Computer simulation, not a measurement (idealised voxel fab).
Process module under the name voxel fin reveal
In the cross-section labelled cut, the width is 260 nm and each square cell is 5 nm.
Each cross-section below is a grid of square cells, stated as bands in top-down order, with one or more rows of cells making up each band.
Band: top height; bottom height; in nm. Then, left to right: material with width in nm, for each material. "full width": a single material spanning edge to edge. "empty": empty space.
Heights are reckoned from 0. Under this level, the received wafer is all of one material. The bottommost band is open-ended downward, for example "from 0 down".
The width entry "30 to 40" should be interpreted row by row: the top row of cells in the band takes the first number, the bottom row takes the second number, and the change between adjacent rows is uniform throughout.
You'll sometimes find "remained unchanged" written for a step, and that's the way of saying that nowhere in the cross-section did a cell change during that step.
Look at "closed voids" for the closed voids: empty spaces with no open path to the top, sized 8 cells or up. Each is width x height at distance, distance from the left edge, all nm.
Where a step's line continues beyond its settings, the continuation is a remark by the simulator itself on that step.
Each step line may optionally specify "overlay nm", which for a step with a mask gives the rightward distance between the mask's planned place and where it lay, a negative value indicating the leftward direction.
Steps in the process plan:
1,RECEIVE: material Si
2,CONFORMAL_DEP: material SiN, thk nm 5
3,DIRECTIONAL_DEP: material aC, thk nm 10
4,PATTERN: tone cover, mask id FINS, material resist, width nm 15, pitch nm 35, thk nm 25, overlay nm 0
5,DIRECTIONAL_ETCH: etch materials aC, depth nm 10
6,STRIP: etch materials resist
7,DIRECTIONAL_ETCH: etch materials SiN, depth nm 5
8,DIRECTIONAL_ETCH: etch materials Si, depth nm 35
9,STRIP: etch materials aC
10,FILL_DEP: material SiO2, thk nm 5
11,CMP: height nm 5
12,SELECTIVE_ETCH: etch materials SiO2, depth nm 25
13,STRIP: etch materials SiN
14,CONFORMAL_DEP: material HfO2, thk nm 5
Incoming wafer in cross-section (state: after step 1):
- from 0 down  Si full width
- closed voids: none
Final wafer profile in cross-section after the module, from the same start and plan as above, with one mistake made during processing:
- from 5 to 0  65 of empty, then 25 of HfO2, then 10 of empty, then 25 of HfO2, then 10 of empty, then 25 of HfO2, then 10 of empty, then 25 of HfO2, then 65 of empty
- from 0 to -15  65 of empty, then 5 of HfO2, then 15 of Si, then 5 of HfO2, then 10 of empty, then 5 of HfO2, then 15 of Si, then 5 of HfO2, then 10 of empty, then 5 of HfO2, then 15 of Si, then 5 of HfO2, then 10 of empty, then 5 of HfO2, then 15 of Si, then 5 of HfO2, then 65 of empty
- from -15 to -20  70 of HfO2, then 15 of Si, then 20 of HfO2, then 15 of Si, then 20 of HfO2, then 15 of Si, then 20 of HfO2, then 15 of Si, then 70 of HfO2
- from -20 to -70  70 of SiO2, then 15 of Si, then 20 of SiO2, then 15 of Si, then 20 of SiO2, then 15 of Si, then 20 of SiO2, then 15 of Si, then 70 of SiO2
- from -70 down  Si full width
- closed voids: none
What was the processing mistake? regarding the plan, step 8 was run twice
